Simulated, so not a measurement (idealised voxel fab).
process module | voxel trench capacitor
cross-section cut | 245 nm wide | cells 5 nm
A cross-section is a grid of square cells, given in bands from the top down. A band is one or more rows of cells.
Each band's line starts with the height of the band's top and of its bottom, in nm. Then come its materials from left to right, each with its width in nm. One material with "throughout" fills the band from edge to edge. "air" is empty space.
Height 0 is the level under which the wafer as received is all one material. The lowest band goes on downwards, as in "0 down".
A width such as "30 to 40" changes by the same amount from each row of cells to the next, from the band's top row to its bottom row.
"no change" after a step means that no cell of the cross-section changed.
closed voids: empty space of 8 cells or more with no open way to the top, each as width x height at its distance from the left edge, in nm
after a step's settings: what the simulator itself notes on the step
overlay nm, on a step with a mask: how far to the right of its planned place the mask lay; to the left if negative
plan
1 op RECEIVE | material Si
2 op CONFORMAL_DEP | material SiN | thk nm 10
3 op PATTERN | tone open | mask id TRENCH | material resist | width nm 25 | pitch nm 55 | thk nm 20 | overlay nm 0
4 op DIRECTIONAL_ETCH | etch materials SiN | depth nm 10
5 op DIRECTIONAL_ETCH | etch materials Si | depth nm 25
6 op STRIP | etch materials resist
7 op CONFORMAL_DEP | material Al2O3 | thk nm 5
8 op CONFORMAL_DEP | material TiN | thk nm 5
9 op FILL_DEP | material W | thk nm 10
10 op CMP | height nm 10
as received, after step 1
  0 down: Si throughout
  closed voids: none
first wafer at the end, as planned
  10 to 0: SiN 55 | Al2O3 5 | TiN 5 | W 5 | TiN 5 | Al2O3 5 | SiN 30 | Al2O3 5 | TiN 5 | W 5 | TiN 5 | Al2O3 5 | SiN 30 | Al2O3 5 | TiN 5 | W 5 | TiN 5 | Al2O3 5 | SiN 55
  0 to -15: Si 55 | Al2O3 5 | TiN 5 | W 5 | TiN 5 | Al2O3 5 | Si 30 | Al2O3 5 | TiN 5 | W 5 | TiN 5 | Al2O3 5 | Si 30 | Al2O3 5 | TiN 5 | W 5 | TiN 5 | Al2O3 5 | Si 55
  -15 to -20: Si 55 | Al2O3 5 | TiN 15 | Al2O3 5 | Si 30 | Al2O3 5 | TiN 15 | Al2O3 5 | Si 30 | Al2O3 5 | TiN 15 | Al2O3 5 | Si 55
  -20 to -25: Si 55 | Al2O3 25 | Si 30 | Al2O3 25 | Si 30 | Al2O3 25 | Si 55
  -25 down: Si throughout
  closed voids: none
second wafer at the end: like start, like plan, one mistake
  30 to 20: W throughout
  20 to 15: TiN 65 | W 5 | TiN 50 | W 5 | TiN 50 | W 5 | TiN 65
  15 to 10: Al2O3 60 | TiN 5 | W 5 | TiN 5 | Al2O3 40 | TiN 5 | W 5 | TiN 5 | Al2O3 40 | TiN 5 | W 5 | TiN 5 | Al2O3 60
  10 to 0: SiN 55 | Al2O3 5 | TiN 5 | W 5 | TiN 5 | Al2O3 5 | SiN 30 | Al2O3 5 | TiN 5 | W 5 | TiN 5 | Al2O3 5 | SiN 30 | Al2O3 5 | TiN 5 | W 5 | TiN 5 | Al2O3 5 | SiN 55
  0 to -15: Si 55 | Al2O3 5 | TiN 5 | W 5 | TiN 5 | Al2O3 5 | Si 30 | Al2O3 5 | TiN 5 | W 5 | TiN 5 | Al2O3 5 | Si 30 | Al2O3 5 | TiN 5 | W 5 | TiN 5 | Al2O3 5 | Si 55
  -15 to -20: Si 55 | Al2O3 5 | TiN 15 | Al2O3 5 | Si 30 | Al2O3 5 | TiN 15 | Al2O3 5 | Si 30 | Al2O3 5 | TiN 15 | Al2O3 5 | Si 55
  -20 to -25: Si 55 | Al2O3 25 | Si 30 | Al2O3 25 | Si 30 | Al2O3 25 | Si 55
  -25 down: Si throughout
  closed voids: none
what went wrong: step 10 was left out
at the end the second wafer has, in cells: 40 more of Al2O3 | 52 more of TiN | 104 more of W
